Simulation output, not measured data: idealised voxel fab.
process module | voxel self aligned contacts
Section cut is 185 nm wide and gridded with 5 nm square cells.
Just so we're on the same page, the cross-sections are grids of square cells, and they're listed out in bands top to bottom, each band one or more rows deep.
Band: top height; bottom height; in nm. Then, left to right: material with width in nm, for each material. "everywhere": a single material spanning edge to edge. "blank": empty space.
Height datum 0, below which the as-received substrate wafer is one material. Lowest band open at the bottom, running downward: "0 -> down".
A width given as "30..40" starts at the first number in the band's top row and ends at the second number in its bottom row, shifting by an equal amount at every step from row to row.
Basically "remained the same" means that step didn't change any cell in the cross-section.
Closed-off voids of 8+ cells (no open route to the top) go in "Enclosed void inventory", written width x height at distance from the left edge, in nm.
Read whatever lies past the settings on a step's line as the simulator's own remark about the step.
"overlay nm" answers the question of how far to the right of plan the mask lay on a step that has a mask, and when it is negative the answer is to the left.

-- The steps planned for the process are as follows
1. RECEIVE,material Si
2. CONFORMAL_DEP,material SiO2,thk nm 5
3. DIRECTIONAL_DEP,material polySi,thk nm 20
4. DIRECTIONAL_DEP,material SiN,thk nm 20
5. PATTERN,tone cover,mask id GATE,material resist,width nm 25,pitch nm 60,thk nm 15,overlay nm 0
6. DIRECTIONAL_ETCH,etch materials SiN,depth nm 20
7. DIRECTIONAL_ETCH,etch materials polySi,depth nm 20
8. STRIP,etch materials resist
9. CONFORMAL_DEP,material SiN,thk nm 5
10. DIRECTIONAL_ETCH,etch materials SiN,depth nm 5
11. FILL_DEP,material SiO2,thk nm 15
12. CMP,height nm 50
13. PATTERN,tone open,mask id CONTACT,material resist,width nm 35,thk nm 15,overlay nm 0
14. DIRECTIONAL_ETCH,etch materials SiO2,depth nm 50
15. STRIP,etch materials resist
16. CONFORMAL_DEP,material TiN,thk nm 5
17. FILL_DEP,material Ru,thk nm 5
18. CMP,height nm 50
19. CONFORMAL_DEP,material SiN,thk nm 5
Quick note for whoever runs this: the wafers start identical, but the width nm at step 13 isn't the same across them. The plan just shows what the first wafer had.

-- As-received state after step 1, first of several wafers, cross-section
* 0 -> down | Si everywhere
* Enclosed void inventory: none

-- For your reference, the table is organized with a row per wafer; each row reflects the wafer at the end of the module, indicating for each material the cells gained (+) or lost (-) since receipt, and thereafter its closed voids
width nm 35; +27 Ru; +109 SiN; +206 SiO2; +25 TiN; +40 polySi; Enclosed void inventory: none
width nm 40; +27 Ru; +109 SiN; +205 SiO2; +26 TiN; +40 polySi; Enclosed void inventory: none
width nm 45; +27 Ru; +109 SiN; +204 SiO2; +27 TiN; +40 polySi; Enclosed void inventory: none
width nm 50; +27 Ru; +109 SiN; +203 SiO2; +28 TiN; +40 polySi; Enclosed void inventory: none
width nm 55; +27 Ru; +109 SiN; +202 SiO2; +29 TiN; +40 polySi; Enclosed void inventory: none
width nm 60; +27 Ru; +109 SiN; +201 SiO2; +30 TiN; +40 polySi; Enclosed void inventory: none
